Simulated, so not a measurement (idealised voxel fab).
Herein follows the process module entitled voxel gate over fins.
Cross-section cut spans 245 nm and uses square cells 5 nm in size.
Cross-section layout: square cells on a grid; listed as bands, top to bottom; a band spans one or more cell rows.
For a band, the entry starts with two heights in nm, that of the top and then that of the bottom, and carries on with the band's materials in order from left to right, each alongside its width in nm; the word "edge to edge" beside a single material means it fills the band edge to edge, and "empty" means empty space.
Measure heights from 0. That's the level where, below it, the as-received wafer is all one material. The lowest band is bottomless and extends downward; write it as in "z 0 and below".
With a width like "30->40", each row of cells in the band differs from the next by the same amount, the top row carrying the first number and the bottom row the second.
The designation "everything unchanged", where it is given for a processing step, indicates that no cell of the cross-section was altered in the course of that step.
Each empty space that has no open way to the top and spans at least 8 cells appears under "Closed cavity list" as width x height at distance, the distance counted from the left edge, all in nm.
Step line, after settings: the simulator's comment on this step.
"overlay nm", when on a step's line for a step with a mask, measures how far to the right of its planned place the mask lay; a negative measure means to the left.

Steps in the process plan:
step 1: RECEIVE (material Si)
step 2: CONFORMAL_DEP (material SiN; thk nm 5)
step 3: PATTERN (tone cover; mask id FINS; material resist; width nm 15; pitch nm 35; thk nm 15; overlay nm -15)
step 4: DIRECTIONAL_ETCH (etch materials SiN; depth nm 5)
step 5: DIRECTIONAL_ETCH (etch materials Si; depth nm 40)
step 6: STRIP (etch materials resist)
step 7: FILL_DEP (material SiO2; thk nm 10)
step 8: CMP (height nm 5)
step 9: SELECTIVE_ETCH (etch materials SiO2; depth nm 15)
step 10: STRIP (etch materials SiN)
step 11: CONFORMAL_DEP (material HfO2; thk nm 5)
step 12: CONFORMAL_DEP (material TiN; thk nm 5)
step 13: FILL_DEP (material W; thk nm 15)
step 14: CMP (height nm 20)
step 15: CONFORMAL_DEP (material SiCN; thk nm 5)
Don't read the plan's overlay nm for step 3 as applying to every wafer: that's the first wafer's value, and the wafers differ in it, though they all start identical.

First wafer of several, as received: cross-section after step 1:
    z 0 and below = Si edge to edge
    Closed cavity list: none

Below is a per-wafer table. In it, each row describes the wafer at the end of the module by giving, for each material, the number of cells gained (+) or lost (-) since the wafer was received, and after that the closed voids of the wafer:
overlay nm -15 | +65 HfO2 | -296 Si | +49 SiCN | +222 SiO2 | +65 TiN | +140 W | Closed cavity list: none
overlay nm -10 | +65 HfO2 | -296 Si | +49 SiCN | +222 SiO2 | +65 TiN | +140 W | Closed cavity list: none
overlay nm -5 | +65 HfO2 | -296 Si | +49 SiCN | +222 SiO2 | +65 TiN | +140 W | Closed cavity list: none
overlay nm 0 | +65 HfO2 | -296 Si | +49 SiCN | +222 SiO2 | +65 TiN | +140 W | Closed cavity list: none
overlay nm 5 | +65 HfO2 | -296 Si | +49 SiCN | +222 SiO2 | +65 TiN | +140 W | Closed cavity list: none
overlay nm 10 | +65 HfO2 | -296 Si | +49 SiCN | +222 SiO2 | +65 TiN | +140 W | Closed cavity list: none
overlay nm 15 | +65 HfO2 | -296 Si | +49 SiCN | +222 SiO2 | +65 TiN | +140 W | Closed cavity list: none
